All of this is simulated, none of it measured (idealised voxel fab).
The following is a process module called voxel spacer lines.
This is section cut - it's 225 nm across, gridded in 5 nm square cells.
A cross-section is a grid of square cells, given in bands from the top down. A band is one or more rows of cells.
Quick guide to a band line: top height, bottom height (nm) up front; then every material left to right with its width in nm. Only one material and it's marked "all across"? Then it fills the band edge to edge. And "empty" just means empty space.
Zero point of the height axis is 0; under it, received wafer = one material. Lowest band: continues down indefinitely, "z 0 and below".
The width entry "30->40" should be interpreted row by row: the top row of cells in the band takes the first number, the bottom row takes the second number, and the change between adjacent rows is uniform throughout.
"nothing different" for a step: no cell of the cross-section changed in that step.
"Enclosed voids" specifies each empty space that is not open to the top and that occupies no fewer than 8 cells, using the form width x height at distance, the distance measured from the left edge and all three quantities in nm.
Text after the settings on a step's line: the simulator's own remark on that step.
overlay nm: mask right of planned place by this much (step with mask). Neg. = left.
Note on reading: below, each pair holds a cross-section from before one process step and one from after it; the one from after shows only down to the lowest band that changed. Beneath the pair, the step in between is stated along with its settings. The pairs can stem from different runs of this module on the same starting wafer. Where a pair's entry headed "Geometry before processing" says so, and only there, that pair continues from the pair above it.
## Geometry before processing
- z 60 to 45: empty 15 nm; polySi 50 nm; empty 20 nm; polySi 50 nm; empty 20 nm; polySi 50 nm; empty 20 nm
- z 45 to 40: empty 15 nm; polySi 15 nm; aC 20 nm; polySi 15 nm; empty 20 nm; polySi 15 nm; aC 20 nm; polySi 15 nm; empty 20 nm; polySi 15 nm; aC 20 nm; polySi 15 nm; empty 20 nm
- z 40 to 25: polySi 30 nm; aC 20 nm; polySi 50 nm; aC 20 nm; polySi 50 nm; aC 20 nm; polySi 35 nm
- z 25 to 5: polySi all across
- z 5 to 0: Al2O3 all across
- z 0 and below: Si all across
- Enclosed voids: none
## Result of Step
- z 45 to 40: empty 30 nm; aC 20 nm; empty 50 nm; aC 20 nm; empty 50 nm; aC 20 nm; empty 35 nm
- z 40 to 25: empty 15 nm; polySi 15 nm; aC 20 nm; polySi 15 nm; empty 20 nm; polySi 15 nm; aC 20 nm; polySi 15 nm; empty 20 nm; polySi 15 nm; aC 20 nm; polySi 15 nm; empty 20 nm
- z 25 to 20: empty 15 nm; polySi 50 nm; empty 20 nm; polySi 50 nm; empty 20 nm; polySi 50 nm; empty 20 nm
- No changes below 20.
- Enclosed voids: none
The cross-sections above show the structure before and after this step: DIRECTIONAL_ETCH [etch materials polySi] [depth nm 20]
## Geometry before processing
- z 45 to 25: aC all across
- z 25 to 5: polySi all across
- z 5 to 0: Al2O3 all across
- z 0 and below: Si all across
- Enclosed voids: none
## Result of Step
- z 70 to 45: resist 30 nm; empty 20 nm; resist 50 nm; empty 20 nm; resist 50 nm; empty 20 nm; resist 35 nm
- No changes below 45.
- Enclosed voids: none
The cross-sections above show the structure before and after this step: PATTERN [tone open] [mask id MANDREL] [material resist] [width nm 20] [pitch nm 70] [thk nm 25] [overlay nm 0]
Geometry before processing: The prior state of this step coincides with the post-step cross-section of the pair just above.
## Result of Step
- z 50 to 45: resist 30 nm; empty 20 nm; resist 50 nm; empty 20 nm; resist 50 nm; empty 20 nm; resist 35 nm
- z 45 to 25: aC 30 nm; empty 20 nm; aC 50 nm; empty 20 nm; aC 50 nm; empty 20 nm; aC 35 nm
- No changes below 25.
- Enclosed voids: none
The cross-sections above show the structure before and after this step: DIRECTIONAL_ETCH [etch materials aC] [depth nm 20]
Geometry before processing: The prior state of this step coincides with the post-step cross-section of the pair just above.
## Result of Step
- z 45 to 25: aC 30 nm; empty 20 nm; aC 50 nm; empty 20 nm; aC 50 nm; empty 20 nm; aC 35 nm
- No changes below 25.
- Enclosed voids: none
The cross-sections above show the structure before and after this step: STRIP [etch materials resist]
Geometry before processing: The prior state of this step coincides with the post-step cross-section of the pair just above.
## Result of Step
- z 60 to 45: SiN all across
- z 45 to 25: aC 30 nm; SiN 20 nm; aC 50 nm; SiN 20 nm; aC 50 nm; SiN 20 nm; aC 35 nm
- No changes below 25.
- Enclosed voids: none
The cross-sections above show the structure before and after this step: CONFORMAL_DEP [material SiN] [thk nm 15]
Geometry before processing: The prior state of this step coincides with the post-step cross-section of the pair just above.
## Result of Step
- z 45 to 25: aC 30 nm; SiN 20 nm; aC 50 nm; SiN 20 nm; aC 50 nm; SiN 20 nm; aC 35 nm
- No changes below 25.
- Enclosed voids: none
The cross-sections above show the structure before and after this step: DIRECTIONAL_ETCH [etch materials SiN] [depth nm 15]
Geometry before processing: The prior state of this step coincides with the post-step cross-section of the pair just above.
## Result of Step
- z 45 to 25: empty 30 nm; SiN 20 nm; empty 50 nm; SiN 20 nm; empty 50 nm; SiN 20 nm; empty 35 nm
- No changes below 25.
- Enclosed voids: none
The cross-sections above show the structure before and after this step: STRIP [etch materials aC]
Geometry before processing: The prior state of this step coincides with the post-step cross-section of the pair just above.
## Result of Step
- z 45 to 25: empty 30 nm; SiN 20 nm; empty 50 nm; SiN 20 nm; empty 50 nm; SiN 20 nm; empty 35 nm
- z 25 to 5: empty 30 nm; polySi 20 nm; empty 50 nm; polySi 20 nm; empty 50 nm; polySi 20 nm; empty 35 nm
- No changes below 5.
- Enclosed voids: none
The cross-sections above show the structure before and after this step: DIRECTIONAL_ETCH [etch materials polySi] [depth nm 20]
Geometry before processing: The prior state of this step coincides with the post-step cross-section of the pair just above.
## Result of Step
- z 25 to 5: empty 30 nm; polySi 20 nm; empty 50 nm; polySi 20 nm; empty 50 nm; polySi 20 nm; empty 35 nm
- No changes below 5.
- Enclosed voids: none
The cross-sections above show the structure before and after this step: STRIP [etch materials SiN]
